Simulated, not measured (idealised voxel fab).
Documented hereafter: the process module known as voxel self aligned contacts.
Shown is cross-section cut, with a width of 175 nm and square cells of size 5 nm.
In this document a cross-section is written as a grid of square cells. It is given as a series of bands, listed from the top down, and a band is one or more rows of cells.
Basically the band line says how high the top is and how high the bottom is, in nm, and then what's in it from left to right, every material with its width in nm. Empty space shows up as "air", and if a single material carries "everywhere" it runs the full band edge to edge.
Note: height 0 marks the level under which the wafer is uniformly one material as received. Lowest band unbounded below, written "top 0, no bottom".
Quick explanation for "30 to 40": the width changes in equal steps down the rows of cells, from the first number in the band's top row to the second number in its bottom row.
Take "no modifications" at face value: in the step it is given for, the cross-section changed in none of its cells.
What "Closed cavities" gives you is every empty space of 8 cells or more that is cut off from the top. Each appears as width x height at distance, with the distance taken from the left edge and width, height and distance all in nm.
On a step's line, text after the settings is the simulator commenting on that step.
overlay nm: where the mask lay relative to plan, measured to the right, on steps with a mask; negatives go left.

**plan**
- 1: RECEIVE | material Si
- 2: CONFORMAL_DEP | material SiO2 | thk nm 5
- 3: DIRECTIONAL_DEP | material polySi | thk nm 25
- 4: DIRECTIONAL_DEP | material SiN | thk nm 15
- 5: DIRECTIONAL_DEP | material aC | thk nm 10
- 6: PATTERN | tone cover | mask id GATE | material resist | width nm 30 | pitch nm 55 | thk nm 30 | overlay nm 0
- 7: DIRECTIONAL_ETCH | etch materials aC | depth nm 10
- 8: STRIP | etch materials resist
- 9: DIRECTIONAL_ETCH | etch materials SiN | depth nm 15
- 10: DIRECTIONAL_ETCH | etch materials polySi | depth nm 25
- 11: STRIP | etch materials aC
- 12: CONFORMAL_DEP | material SiN | thk nm 5
- 13: DIRECTIONAL_ETCH | etch materials SiN | depth nm 5
- 14: FILL_DEP | material SiO2 | thk nm 20
- 15: CMP | height nm 55
- 16: MASKED_ETCH | tone open | mask id CONTACT | width nm 35 | etch materials SiO2 | depth nm 55 | overlay nm 0
- 17: CONFORMAL_DEP | material TiN | thk nm 5
- 18: FILL_DEP | material Ru | thk nm 5
- 19: CMP | height nm 55
- 20: CONFORMAL_DEP | material SiCN | thk nm 5

**This is the cross-section of the wafer as we received it, i.e. after step 1**
top 0, no bottom: Si everywhere
Closed cavities: none

**Here's the wafer cut in cross-section after the module, started and planned just like above, except one thing was done wrong in the run**
top 60, bottom 55: SiCN everywhere
top 55, bottom 50: 40 nm SiO2  40 nm SiN  5 nm TiN  5 nm Ru  5 nm TiN  40 nm SiN  40 nm SiO2
top 50, bottom 45: 40 nm SiO2  40 nm SiN  15 nm TiN  40 nm SiN  40 nm SiO2
top 45, bottom 30: SiN everywhere
top 30, bottom 5: polySi everywhere
top 5, bottom 0: SiO2 everywhere
top 0, no bottom: Si everywhere
Closed cavities: none
What was the processing mistake? plan step 4 was twice executed
